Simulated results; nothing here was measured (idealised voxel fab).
process module | voxel transistor to metal
cross-section cut | 170 nm wide | cells 5 nm
A cross-section is a grid of square cells, given in bands from the top down. A band is one or more rows of cells.
Each band's line starts with the height of the band's top and of its bottom, in nm. Then come its materials from left to right, each with its width in nm. One material with "throughout" fills the band from edge to edge. "air" is empty space.
Height 0 is the level under which the wafer as received is all one material. The lowest band goes on downwards, as in "0 down".
A width such as "30 to 40" changes by the same amount from each row of cells to the next, from the band's top row to its bottom row.
"no change" after a step means that no cell of the cross-section changed.
closed voids: empty space of 8 cells or more with no open way to the top, each as width x height at its distance from the left edge, in nm
after a step's settings: what the simulator itself notes on the step
overlay nm, on a step with a mask: how far to the right of its planned place the mask lay; to the left if negative
plan
1 op RECEIVE | material Si
2 op OXIDIZE | depth nm 5
3 op CONFORMAL_DEP | material SiN | thk nm 15
4 op PATTERN | tone cover | mask id ACTIVE | material resist | width nm 100 | thk nm 15 | overlay nm 0
5 op DIRECTIONAL_ETCH | etch materials SiN | depth nm 15
6 op DIRECTIONAL_ETCH | etch materials SiO2 | depth nm 5
7 op DIRECTIONAL_ETCH | etch materials Si | depth nm 25
8 op STRIP | etch materials resist
9 op OXIDIZE | depth nm 5
10 op FILL_DEP | material SiO2 | thk nm 5
11 op CMP | height nm 15
12 op SELECTIVE_ETCH | etch materials SiO2 | depth nm 5
13 op STRIP | etch materials SiN
14 op SELECTIVE_ETCH | etch materials SiO2 | depth nm 5
15 op OXIDIZE | depth nm 5
16 op DIRECTIONAL_DEP | material polySi | thk nm 30
17 op DIRECTIONAL_DEP | material SiCN | thk nm 10
18 op PATTERN | tone cover | mask id GATE | material resist | width nm 20 | thk nm 15 | overlay nm 0
19 op DIRECTIONAL_ETCH | etch materials SiCN | depth nm 20
20 op DIRECTIONAL_ETCH | etch materials polySi | depth nm 40
21 op STRIP | etch materials resist
22 op CONFORMAL_DEP | material SiO2 | thk nm 5
23 op DIRECTIONAL_ETCH | etch materials SiO2 | depth nm 5
24 op CONFORMAL_DEP | material SiN | thk nm 5
25 op DIRECTIONAL_ETCH | etch materials SiN | depth nm 5
26 op DIRECTIONAL_ETCH | etch materials SiO2 | depth nm 5
27 op DIRECTIONAL_ETCH | etch materials Si | depth nm 5
28 op EPI | material pSi | thk nm 5
29 op FILL_DEP | material SiO2 | thk nm 10
30 op CMP | height nm 35
31 op DIRECTIONAL_DEP | material SiO2 | thk nm 15
32 op MASKED_ETCH | tone open | mask id CONTACT | width nm 30 | pitch nm 60 | etch materials SiO2 | depth nm 60 | overlay nm 0
33 op CONFORMAL_DEP | material TiN | thk nm 5
34 op FILL_DEP | material W | thk nm 5
35 op CMP | height nm 50
36 op CONFORMAL_DEP | material SiN | thk nm 5
37 op DIRECTIONAL_DEP | material SiO2 | thk nm 15
38 op DIRECTIONAL_DEP | material aC | thk nm 15
39 op PATTERN | tone open | mask id METAL_1 | material resist | width nm 20 | pitch nm 70 | thk nm 30 | overlay nm 0
40 op DIRECTIONAL_ETCH | etch materials aC | depth nm 15
41 op STRIP | etch materials resist
42 op DIRECTIONAL_ETCH | etch materials SiO2 | depth nm 15
43 op DIRECTIONAL_ETCH | etch materials SiN | depth nm 5
44 op STRIP | etch materials aC
45 op CONFORMAL_DEP | material TiN | thk nm 5
46 op FILL_DEP | material Cu | thk nm 5
47 op CMP | height nm 70
48 op CONFORMAL_DEP | material SiN | thk nm 5
first wafer, as planned
as received, after step 1
  0 down: Si throughout
  closed voids: none
after step 2
  0 to -5: SiO2 throughout
  below -5: unchanged
after step 3
  15 to 0: SiN throughout
  below 0: unchanged
after step 4
  30 to 15: air 35 | resist 100 | air 35
  below 15: unchanged
after step 5
  30 to 15: air 35 | resist 100 | air 35
  15 to 0: air 35 | SiN 100 | air 35
  below 0: unchanged
after step 6
  30 to 15: air 35 | resist 100 | air 35
  15 to 0: air 35 | SiN 100 | air 35
  0 to -5: air 35 | SiO2 100 | air 35
  below -5: unchanged
after step 7
  30 to 15: air 35 | resist 100 | air 35
  15 to 0: air 35 | SiN 100 | air 35
  0 to -5: air 35 | SiO2 100 | air 35
  -5 to -30: air 35 | Si 100 | air 35
  below -30: unchanged
after step 8
  15 to 0: air 35 | SiN 100 | air 35
  below 0: unchanged
after step 9
  15 to 0: air 35 | SiN 100 | air 35
  0 to -5: air 35 | SiO2 100 | air 35
  -5 to -30: air 35 | SiO2 5 | Si 90 | SiO2 5 | air 35
  -30 to -35: SiO2 40 | Si 90 | SiO2 40
  below -35: unchanged
after step 10
  20 to 15: SiO2 throughout
  15 to 0: SiO2 35 | SiN 100 | SiO2 35
  0 to -5: SiO2 throughout
  -5 to -35: SiO2 40 | Si 90 | SiO2 40
  below -35: unchanged
after step 11
  15 to 0: SiO2 35 | SiN 100 | SiO2 35
  below 0: unchanged
after step 12
  15 to 10: air 35 | SiN 100 | air 35
  below 10: unchanged
after step 13
  10 to 0: SiO2 35 | air 100 | SiO2 35
  below 0: unchanged
after step 14
  5 to -5: SiO2 30 | air 110 | SiO2 30
  below -5: unchanged
after step 15
  5 to -5: SiO2 30 | air 110 | SiO2 30
  -5 to -10: SiO2 throughout
  below -10: unchanged
after step 16
  35 to 25: polySi 30 | air 110 | polySi 30
  25 to 5: polySi throughout
  5 to -5: SiO2 30 | polySi 110 | SiO2 30
  below -5: unchanged
after step 17
  45 to 35: SiCN 30 | air 110 | SiCN 30
  35 to 25: polySi 30 | SiCN 110 | polySi 30
  below 25: unchanged
after step 18
  60 to 45: air 75 | resist 20 | air 75
  45 to 35: SiCN 30 | air 45 | resist 20 | air 45 | SiCN 30
  below 35: unchanged
after step 19
  60 to 35: air 75 | resist 20 | air 75
  35 to 25: polySi 30 | air 45 | SiCN 20 | air 45 | polySi 30
  below 25: unchanged
after step 20
  60 to 35: air 75 | resist 20 | air 75
  35 to 25: air 75 | SiCN 20 | air 75
  25 to 5: air 75 | polySi 20 | air 75
  5 to -5: SiO2 30 | air 45 | polySi 20 | air 45 | SiO2 30
  below -5: unchanged
after step 21
  35 to 25: air 75 | SiCN 20 | air 75
  below 25: unchanged
after step 22
  40 to 35: air 70 | SiO2 30 | air 70
  35 to 25: air 70 | SiO2 5 | SiCN 20 | SiO2 5 | air 70
  25 to 10: air 70 | SiO2 5 | polySi 20 | SiO2 5 | air 70
  10 to 0: SiO2 35 | air 35 | SiO2 5 | polySi 20 | SiO2 5 | air 35 | SiO2 35
  0 to -5: SiO2 75 | polySi 20 | SiO2 75
  below -5: unchanged
after step 23
  35 to 25: air 70 | SiO2 5 | SiCN 20 | SiO2 5 | air 70
  25 to 5: air 70 | SiO2 5 | polySi 20 | SiO2 5 | air 70
  5 to -5: SiO2 35 | air 35 | SiO2 5 | polySi 20 | SiO2 5 | air 35 | SiO2 35
  below -5: unchanged
after step 24
  40 to 35: air 65 | SiN 40 | air 65
  35 to 25: air 65 | SiN 5 | SiO2 5 | SiCN 20 | SiO2 5 | SiN 5 | air 65
  25 to 10: air 65 | SiN 5 | SiO2 5 | polySi 20 | SiO2 5 | SiN 5 | air 65
  10 to 5: SiN 40 | air 25 | SiN 5 | SiO2 5 | polySi 20 | SiO2 5 | SiN 5 | air 25 | SiN 40
  5 to 0: SiO2 35 | SiN 5 | air 25 | SiN 5 | SiO2 5 | polySi 20 | SiO2 5 | SiN 5 | air 25 | SiN 5 | SiO2 35
  0 to -5: SiO2 35 | SiN 35 | SiO2 5 | polySi 20 | SiO2 5 | SiN 35 | SiO2 35
  below -5: unchanged
after step 25
  35 to 25: air 65 | SiN 5 | SiO2 5 | SiCN 20 | SiO2 5 | SiN 5 | air 65
  25 to 5: air 65 | SiN 5 | SiO2 5 | polySi 20 | SiO2 5 | SiN 5 | air 65
  5 to -5: SiO2 35 | SiN 5 | air 25 | SiN 5 | SiO2 5 | polySi 20 | SiO2 5 | SiN 5 | air 25 | SiN 5 | SiO2 35
  below -5: unchanged
after step 26
  35 to 30: air 65 | SiN 5 | air 5 | SiCN 20 | air 5 | SiN 5 | air 65
  30 to 25: air 65 | SiN 5 | SiO2 5 | SiCN 20 | SiO2 5 | SiN 5 | air 65
  25 to 5: air 65 | SiN 5 | SiO2 5 | polySi 20 | SiO2 5 | SiN 5 | air 65
  5 to 0: air 35 | SiN 5 | air 25 | SiN 5 | SiO2 5 | polySi 20 | SiO2 5 | SiN 5 | air 25 | SiN 5 | air 35
  0 to -5: SiO2 35 | SiN 5 | air 25 | SiN 5 | SiO2 5 | polySi 20 | SiO2 5 | SiN 5 | air 25 | SiN 5 | SiO2 35
  -5 to -10: SiO2 40 | air 25 | SiO2 40 | air 25 | SiO2 40
  below -10: unchanged
after step 27
  35 to 30: air 65 | SiN 5 | air 5 | SiCN 20 | air 5 | SiN 5 | air 65
  30 to 25: air 65 | SiN 5 | SiO2 5 | SiCN 20 | SiO2 5 | SiN 5 | air 65
  25 to 5: air 65 | SiN 5 | SiO2 5 | polySi 20 | SiO2 5 | SiN 5 | air 65
  5 to 0: air 35 | SiN 5 | air 25 | SiN 5 | SiO2 5 | polySi 20 | SiO2 5 | SiN 5 | air 25 | SiN 5 | air 35
  0 to -5: SiO2 35 | SiN 5 | air 25 | SiN 5 | SiO2 5 | polySi 20 | SiO2 5 | SiN 5 | air 25 | SiN 5 | SiO2 35
  -5 to -10: SiO2 40 | air 25 | SiO2 40 | air 25 | SiO2 40
  -10 to -15: SiO2 40 | air 25 | Si 40 | air 25 | SiO2 40
  below -15: unchanged
after step 28
  35 to 30: air 65 | SiN 5 | air 5 | SiCN 20 | air 5 | SiN 5 | air 65
  30 to 25: air 65 | SiN 5 | SiO2 5 | SiCN 20 | SiO2 5 | SiN 5 | air 65
  25 to 5: air 65 | SiN 5 | SiO2 5 | polySi 20 | SiO2 5 | SiN 5 | air 65
  5 to 0: air 35 | SiN 5 | air 25 | SiN 5 | SiO2 5 | polySi 20 | SiO2 5 | SiN 5 | air 25 | SiN 5 | air 35
  0 to -5: SiO2 35 | SiN 5 | air 25 | SiN 5 | SiO2 5 | polySi 20 | SiO2 5 | SiN 5 | air 25 | SiN 5 | SiO2 35
  -5 to -10: SiO2 40 | air 20 | pSi 5 | SiO2 40 | pSi 5 | air 20 | SiO2 40
  -10 to -15: SiO2 40 | pSi 25 | Si 40 | pSi 25 | SiO2 40
  below -15: unchanged
after step 29
  45 to 35: SiO2 throughout
  35 to 25: SiO2 65 | SiN 5 | SiO2 5 | SiCN 20 | SiO2 5 | SiN 5 | SiO2 65
  25 to 5: SiO2 65 | SiN 5 | SiO2 5 | polySi 20 | SiO2 5 | SiN 5 | SiO2 65
  5 to -5: SiO2 35 | SiN 5 | SiO2 25 | SiN 5 | SiO2 5 | polySi 20 | SiO2 5 | SiN 5 | SiO2 25 | SiN 5 | SiO2 35
  -5 to -10: SiO2 60 | pSi 5 | SiO2 40 | pSi 5 | SiO2 60
  below -10: unchanged
after step 30
  35 to 25: SiO2 65 | SiN 5 | SiO2 5 | SiCN 20 | SiO2 5 | SiN 5 | SiO2 65
  below 25: unchanged
after step 31
  50 to 35: SiO2 throughout
  below 35: unchanged
after step 32
  50 to 35: SiO2 40 | air 30 | SiO2 30 | air 30 | SiO2 40
  35 to 25: SiO2 40 | air 25 | SiN 5 | SiO2 5 | SiCN 20 | SiO2 5 | SiN 5 | air 25 | SiO2 40
  25 to 5: SiO2 40 | air 25 | SiN 5 | SiO2 5 | polySi 20 | SiO2 5 | SiN 5 | air 25 | SiO2 40
  5 to -5: SiO2 35 | SiN 5 | air 25 | SiN 5 | SiO2 5 | polySi 20 | SiO2 5 | SiN 5 | air 25 | SiN 5 | SiO2 35
  -5 to -10: SiO2 40 | air 20 | pSi 5 | SiO2 40 | pSi 5 | air 20 | SiO2 40
  below -10: unchanged
after step 33
  55 to 50: TiN 45 | air 20 | TiN 40 | air 20 | TiN 45
  50 to 40: SiO2 40 | TiN 5 | air 20 | TiN 5 | SiO2 30 | TiN 5 | air 20 | TiN 5 | SiO2 40
  40 to 35: SiO2 40 | TiN 5 | air 15 | TiN 10 | SiO2 30 | TiN 10 | air 15 | TiN 5 | SiO2 40
  35 to 25: SiO2 40 | TiN 5 | air 15 | TiN 5 | SiN 5 | SiO2 5 | SiCN 20 | SiO2 5 | SiN 5 | TiN 5 | air 15 | TiN 5 | SiO2 40
  25 to 5: SiO2 40 | TiN 5 | air 15 | TiN 5 | SiN 5 | SiO2 5 | polySi 20 | SiO2 5 | SiN 5 | TiN 5 | air 15 | TiN 5 | SiO2 40
  5 to -5: SiO2 35 | SiN 5 | TiN 5 | air 15 to 10 | TiN 5 to 10 | SiN 5 | SiO2 5 | polySi 20 | SiO2 5 | SiN 5 | TiN 5 to 10 | air 15 to 10 | TiN 5 | SiN 5 | SiO2 35
  -5 to -10: SiO2 40 | TiN 20 | pSi 5 | SiO2 40 | pSi 5 | TiN 20 | SiO2 40
  below -10: unchanged
after step 34
  60 to 55: W throughout
  55 to 50: TiN 45 | W 20 | TiN 40 | W 20 | TiN 45
  50 to 40: SiO2 40 | TiN 5 | W 20 | TiN 5 | SiO2 30 | TiN 5 | W 20 | TiN 5 | SiO2 40
  40 to 35: SiO2 40 | TiN 5 | W 15 | TiN 10 | SiO2 30 | TiN 10 | W 15 | TiN 5 | SiO2 40
  35 to 25: SiO2 40 | TiN 5 | W 15 | TiN 5 | SiN 5 | SiO2 5 | SiCN 20 | SiO2 5 | SiN 5 | TiN 5 | W 15 | TiN 5 | SiO2 40
  25 to 5: SiO2 40 | TiN 5 | W 15 | TiN 5 | SiN 5 | SiO2 5 | polySi 20 | SiO2 5 | SiN 5 | TiN 5 | W 15 | TiN 5 | SiO2 40
  5 to -5: SiO2 35 | SiN 5 | TiN 5 | W 15 to 10 | TiN 5 to 10 | SiN 5 | SiO2 5 | polySi 20 | SiO2 5 | SiN 5 | TiN 5 to 10 | W 15 to 10 | TiN 5 | SiN 5 | SiO2 35
  below -5: unchanged
after step 35
  50 to 40: SiO2 40 | TiN 5 | W 20 | TiN 5 | SiO2 30 | TiN 5 | W 20 | TiN 5 | SiO2 40
  below 40: unchanged
after step 36
  55 to 50: SiN throughout
  below 50: unchanged
after step 37
  70 to 55: SiO2 throughout
  below 55: unchanged
after step 38
  85 to 70: aC throughout
  below 70: unchanged
after step 39
  115 to 85: resist 40 | air 20 | resist 50 | air 20 | resist 40
  below 85: unchanged
after step 40
  100 to 85: resist 40 | air 20 | resist 50 | air 20 | resist 40
  85 to 70: aC 40 | air 20 | aC 50 | air 20 | aC 40
  below 70: unchanged
after step 41
  85 to 70: aC 40 | air 20 | aC 50 | air 20 | aC 40
  below 70: unchanged
after step 42
  85 to 70: aC 40 | air 20 | aC 50 | air 20 | aC 40
  70 to 55: SiO2 40 | air 20 | SiO2 50 | air 20 | SiO2 40
  below 55: unchanged
after step 43
  85 to 70: aC 40 | air 20 | aC 50 | air 20 | aC 40
  70 to 55: SiO2 40 | air 20 | SiO2 50 | air 20 | SiO2 40
  55 to 50: SiN 40 | air 20 | SiN 50 | air 20 | SiN 40
  below 50: unchanged
after step 44
  70 to 55: SiO2 40 | air 20 | SiO2 50 | air 20 | SiO2 40
  below 55: unchanged
after step 45
  75 to 70: TiN 45 | air 10 | TiN 60 | air 10 | TiN 45
  70 to 55: SiO2 40 | TiN 5 | air 10 | TiN 5 | SiO2 50 | TiN 5 | air 10 | TiN 5 | SiO2 40
  55 to 50: SiN 40 | TiN 20 | SiN 50 | TiN 20 | SiN 40
  below 50: unchanged
after step 46
  80 to 75: Cu throughout
  75 to 70: TiN 45 | Cu 10 | TiN 60 | Cu 10 | TiN 45
  70 to 55: SiO2 40 | TiN 5 | Cu 10 | TiN 5 | SiO2 50 | TiN 5 | Cu 10 | TiN 5 | SiO2 40
  below 55: unchanged
after step 47
  70 to 55: SiO2 40 | TiN 5 | Cu 10 | TiN 5 | SiO2 50 | TiN 5 | Cu 10 | TiN 5 | SiO2 40
  below 55: unchanged
after step 48
  75 to 70: SiN throughout
  below 70: unchanged
second wafer: like start, like plan, one mistake. Through step 38 it matches the first wafer
when step 39 should have ended
  115 to 85: resist 40 | air 25 | resist 45 | air 25 | resist 35
  below 85: unchanged
when step 40 should have ended
  100 to 85: resist 40 | air 25 | resist 45 | air 25 | resist 35
  85 to 70: aC 40 | air 25 | aC 45 | air 25 | aC 35
  below 70: unchanged
when step 41 should have ended
  85 to 70: aC 40 | air 25 | aC 45 | air 25 | aC 35
  below 70: unchanged
when step 42 should have ended
  85 to 70: aC 40 | air 25 | aC 45 | air 25 | aC 35
  70 to 55: SiO2 40 | air 25 | SiO2 45 | air 25 | SiO2 35
  below 55: unchanged
when step 43 should have ended
  85 to 70: aC 40 | air 25 | aC 45 | air 25 | aC 35
  70 to 55: SiO2 40 | air 25 | SiO2 45 | air 25 | SiO2 35
  55 to 50: SiN 40 | air 25 | SiN 45 | air 25 | SiN 35
  below 50: unchanged
when step 44 should have ended
  70 to 55: SiO2 40 | air 25 | SiO2 45 | air 25 | SiO2 35
  below 55: unchanged
when step 45 should have ended
  75 to 70: TiN 45 | air 15 | TiN 55 | air 15 | TiN 40
  70 to 55: SiO2 40 | TiN 5 | air 15 | TiN 5 | SiO2 45 | TiN 5 | air 15 | TiN 5 | SiO2 35
  55 to 50: SiN 40 | TiN 25 | SiN 45 | TiN 25 | SiN 35
  below 50: unchanged
when step 46 should have ended
  80 to 75: Cu throughout
  75 to 70: TiN 45 | Cu 15 | TiN 55 | Cu 15 | TiN 40
  70 to 55: SiO2 40 | TiN 5 | Cu 15 | TiN 5 | SiO2 45 | TiN 5 | Cu 15 | TiN 5 | SiO2 35
  below 55: unchanged
when step 47 should have ended
  70 to 55: SiO2 40 | TiN 5 | Cu 15 | TiN 5 | SiO2 45 | TiN 5 | Cu 15 | TiN 5 | SiO2 35
  below 55: unchanged
when step 48 should have ended
  75 to 70: SiN throughout
  below 70: unchanged
what went wrong: step 39 ran as: op PATTERN | tone open | mask id METAL_1 | material resist | width nm 25 | pitch nm 70 | thk nm 30 | overlay nm 0
at the end the second wafer has, in cells: 6 more of Cu | 2 fewer of SiN | 6 fewer of SiO2 | 2 more of TiN
